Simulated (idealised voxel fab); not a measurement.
Herein follows the process module entitled voxel transistor to metal.
Section shown: cut. Width: 160 nm. Cell size: 5 nm, square.
Throughout this document, each cross-section is represented as a grid of square cells and is presented as a sequence of bands enumerated from the top downward, where a band comprises one or more rows of cells. Basically the band line says how high the top is and how high the bottom is, in nm, and then what's in it from left to right, every material with its width in nm. Empty space shows up as "air", and if a single material carries "everywhere" it runs the full band edge to edge. A quick word on heights: they are counted from 0, and under that level the wafer as it came to us is one material throughout. The lowest band is different from the rest in having no bottom; it simply continues downward, written as in "0..down". The two numbers in a width such as "30..40" mark its ends across the band: the first belongs to the top row of cells, the second to the bottom row, and from each row to the next the width moves by the same amount. Where a step carries "same as before", the cross-section came out of it unchanged, cell for cell. "Closed voids list" specifies each empty space that is not open to the top and that occupies no fewer than 8 cells, using the form width x height at distance, the distance measured from the left edge and all three quantities in nm. Whatever follows a step's settings on its line is a remark the simulator itself makes about that step. On any step carrying a mask, the "overlay nm" setting, if present on the step's line, tells how far right of its planned place the mask lay; negative values point to the left.
# Intended process steps
1,RECEIVE [material Si]
2,CONFORMAL_DEP [material SiO2] [thk nm 5]
3,CONFORMAL_DEP [material SiN] [thk nm 10]
4,PATTERN [tone cover] [mask id ACTIVE] [material resist] [width nm 100] [thk nm 20] [overlay nm 0]
5,DIRECTIONAL_ETCH [etch materials SiN] [depth nm 10]
6,DIRECTIONAL_ETCH [etch materials SiO2] [depth nm 5]
7,DIRECTIONAL_ETCH [etch materials Si] [depth nm 30]
8,STRIP [etch materials resist]
9,OXIDIZE [depth nm 5]
10,FILL_DEP [material SiO2] [thk nm 15]
11,CMP [height nm 15]
12,SELECTIVE_ETCH [etch materials SiO2] [depth nm 5]
13,STRIP [etch materials SiN]
14,SELECTIVE_ETCH [etch materials SiO2] [depth nm 5]
15,OXIDIZE [depth nm 5]
16,DIRECTIONAL_DEP [material polySi] [thk nm 25]
17,DIRECTIONAL_DEP [material SiCN] [thk nm 15]
18,DIRECTIONAL_DEP [material aC] [thk nm 15]
19,PATTERN [tone cover] [mask id GATE] [material resist] [width nm 30] [thk nm 30] [overlay nm 0]
20,DIRECTIONAL_ETCH [etch materials aC] [depth nm 15]
21,STRIP [etch materials resist]
22,DIRECTIONAL_ETCH [etch materials SiCN] [depth nm 25]
23,DIRECTIONAL_ETCH [etch materials polySi] [depth nm 35]
24,STRIP [etch materials aC]
25,CONFORMAL_DEP [material SiN] [thk nm 5]
26,DIRECTIONAL_ETCH [etch materials SiN] [depth nm 5]
27,DIRECTIONAL_ETCH [etch materials SiO2] [depth nm 5]
28,DIRECTIONAL_ETCH [etch materials Si] [depth nm 15]
29,EPI [material pSi] [thk nm 15]
30,FILL_DEP [material SiO2] [thk nm 10]
31,CMP [height nm 25]
32,STRIP [etch materials polySi]
33,SELECTIVE_ETCH [etch materials SiO2] [depth nm 5]
34,CONFORMAL_DEP [material HfO2] [thk nm 5]
35,CONFORMAL_DEP [material TiN] [thk nm 5]
36,FILL_DEP [material W] [thk nm 5]
37,CMP [height nm 20]
38,DIRECTIONAL_DEP [material SiO2] [thk nm 10]
39,MASKED_ETCH [tone open] [mask id CONTACT] [width nm 15] [pitch nm 75] [etch materials SiO2] [depth nm 35] [overlay nm 0]
40,CONFORMAL_DEP [material TiN] [thk nm 5]
41,FILL_DEP [material Ru] [thk nm 5]
42,CMP [height nm 30]
43,CONFORMAL_DEP [material SiN] [thk nm 5]
44,DIRECTIONAL_DEP [material SiO2] [thk nm 25]
45,PATTERN [tone open] [mask id METAL_1] [material resist] [width nm 15] [pitch nm 75] [thk nm 20] [overlay nm 0]
46,DIRECTIONAL_ETCH [etch materials SiO2] [depth nm 25]
47,DIRECTIONAL_ETCH [etch materials SiN] [depth nm 5]
48,STRIP [etch materials resist]
49,CONFORMAL_DEP [material TiN] [thk nm 5]
50,FILL_DEP [material Cu] [thk nm 10]
51,CMP [height nm 60]
52,EPI [material Ru] [thk nm 5]
53,FILL_DEP [material SiCN] [thk nm 5]
# Shown in cross-section is the wafer as received, that is, as it stands after step 1
	0..down  Si everywhere
	Closed voids list: none
# End-of-module XS, first of two wafers, run as planned
	70..65  SiCN everywhere
	65..60  SiCN 30 nm  Ru 25 nm  SiCN 50 nm  Ru 25 nm  SiCN 30 nm
	60..35  SiO2 35 nm  TiN 5 nm  Cu 5 nm  TiN 5 nm  SiO2 60 nm  TiN 5 nm  Cu 5 nm  TiN 5 nm  SiO2 35 nm
	35..30  SiN 35 nm  TiN 15 nm  SiN 60 nm  TiN 15 nm  SiN 35 nm
	30..20  SiO2 35 nm  TiN 5 nm  Ru 5 nm  TiN 5 nm  SiO2 60 nm  TiN 5 nm  Ru 5 nm  TiN 5 nm  SiO2 35 nm
	20..15  SiO2 35 nm  TiN 5 nm  Ru 5 nm  TiN 5 nm  SiO2 10 nm  SiN 5 nm  HfO2 5 nm  TiN 5 nm  W 10 nm  TiN 5 nm  HfO2 5 nm  SiN 5 nm  SiO2 10 nm  TiN 5 nm  Ru 5 nm  TiN 5 nm  SiO2 35 nm
	15..10  SiO2 35 nm  TiN 15 nm  SiO2 10 nm  SiN 5 nm  HfO2 5 nm  TiN 5 nm  W 10 nm  TiN 5 nm  HfO2 5 nm  SiN 5 nm  SiO2 10 nm  TiN 15 nm  SiO2 35 nm
	10..5  SiO2 35 nm  TiN 10 nm  pSi 15 nm  SiN 5 nm  HfO2 5 nm  TiN 5 nm  W 10 nm  TiN 5 nm  HfO2 5 nm  SiN 5 nm  pSi 15 nm  TiN 10 nm  SiO2 35 nm
	5..0  SiO2 25 nm  SiN 5 nm  SiO2 5 nm  TiN 10 nm  pSi 15 nm  SiN 5 nm  HfO2 5 nm  TiN 20 nm  HfO2 5 nm  SiN 5 nm  pSi 15 nm  TiN 10 nm  SiO2 5 nm  SiN 5 nm  SiO2 25 nm
	0..-5  SiO2 35 nm  TiN 10 nm  pSi 15 nm  HfO2 40 nm  pSi 15 nm  TiN 10 nm  SiO2 35 nm
	-5..-20  SiO2 35 nm  pSi 25 nm  Si 40 nm  pSi 25 nm  SiO2 35 nm
	-20..-35  SiO2 35 nm  Si 90 nm  SiO2 35 nm
	-35..down  Si everywhere
	Closed voids list: none
# Second wafer through the module, sectioned at the end: same beginning and same plan as the first wafer, with one mistake in carrying it out
	70..65  SiCN everywhere
	65..60  SiCN 30 nm  Ru 25 nm  SiCN 50 nm  Ru 25 nm  SiCN 30 nm
	60..35  SiO2 35 nm  TiN 5 nm  Cu 5 nm  TiN 5 nm  SiO2 60 nm  TiN 5 nm  Cu 5 nm  TiN 5 nm  SiO2 35 nm
	35..30  SiN 35 nm  TiN 15 nm  SiN 60 nm  TiN 15 nm  SiN 35 nm
	30..20  SiO2 35 nm  TiN 5 nm  Ru 5 nm  TiN 5 nm  SiO2 60 nm  TiN 5 nm  Ru 5 nm  TiN 5 nm  SiO2 35 nm
	20..15  SiO2 35 nm  TiN 5 nm  Ru 5 nm  TiN 5 nm  SiO2 10 nm  SiN 5 nm  HfO2 5 nm  TiN 5 nm  W 10 nm  TiN 5 nm  HfO2 5 nm  SiN 5 nm  SiO2 10 nm  TiN 5 nm  Ru 5 nm  TiN 5 nm  SiO2 35 nm
	15..10  SiO2 35 nm  TiN 15 nm  SiO2 10 nm  SiN 5 nm  HfO2 5 nm  TiN 5 nm  W 10 nm  TiN 5 nm  HfO2 5 nm  SiN 5 nm  SiO2 10 nm  TiN 15 nm  SiO2 35 nm
	10..5  SiO2 35 nm  TiN 10 nm  pSi 15 nm  SiN 5 nm  HfO2 5 nm  TiN 5 nm  W 10 nm  TiN 5 nm  HfO2 5 nm  SiN 5 nm  pSi 15 nm  TiN 10 nm  SiO2 35 nm
	5..0  SiO2 20 nm  SiN 5 nm  SiO2 5 nm  pSi 30 nm  SiN 5 nm  HfO2 5 nm  TiN 20 nm  HfO2 5 nm  SiN 5 nm  pSi 30 nm  SiO2 5 nm  SiN 5 nm  SiO2 20 nm
	0..-5  SiO2 20 nm  SiN 5 nm  SiO2 5 nm  SiN 5 nm  pSi 25 nm  HfO2 40 nm  pSi 25 nm  SiN 5 nm  SiO2 5 nm  SiN 5 nm  SiO2 20 nm
	-5..-10  SiO2 40 nm  pSi 20 nm  Si 40 nm  pSi 20 nm  SiO2 40 nm
	-10..-20  SiO2 35 nm  Si 5 nm  pSi 20 nm  Si 40 nm  pSi 20 nm  Si 5 nm  SiO2 35 nm
	-20..-35  SiO2 35 nm  Si 90 nm  SiO2 35 nm
	-35..down  Si everywhere
	Closed voids list: none
Against the plan, the run slipped here: a sequencing error occurred in which plan steps 12 and 13 were transposed
Final cells, second wafer relative to first, materials higher or lower: 4 more of Si | 4 more of SiN | 4 fewer of SiO2 | 8 fewer of TiN | 4 more of pSi
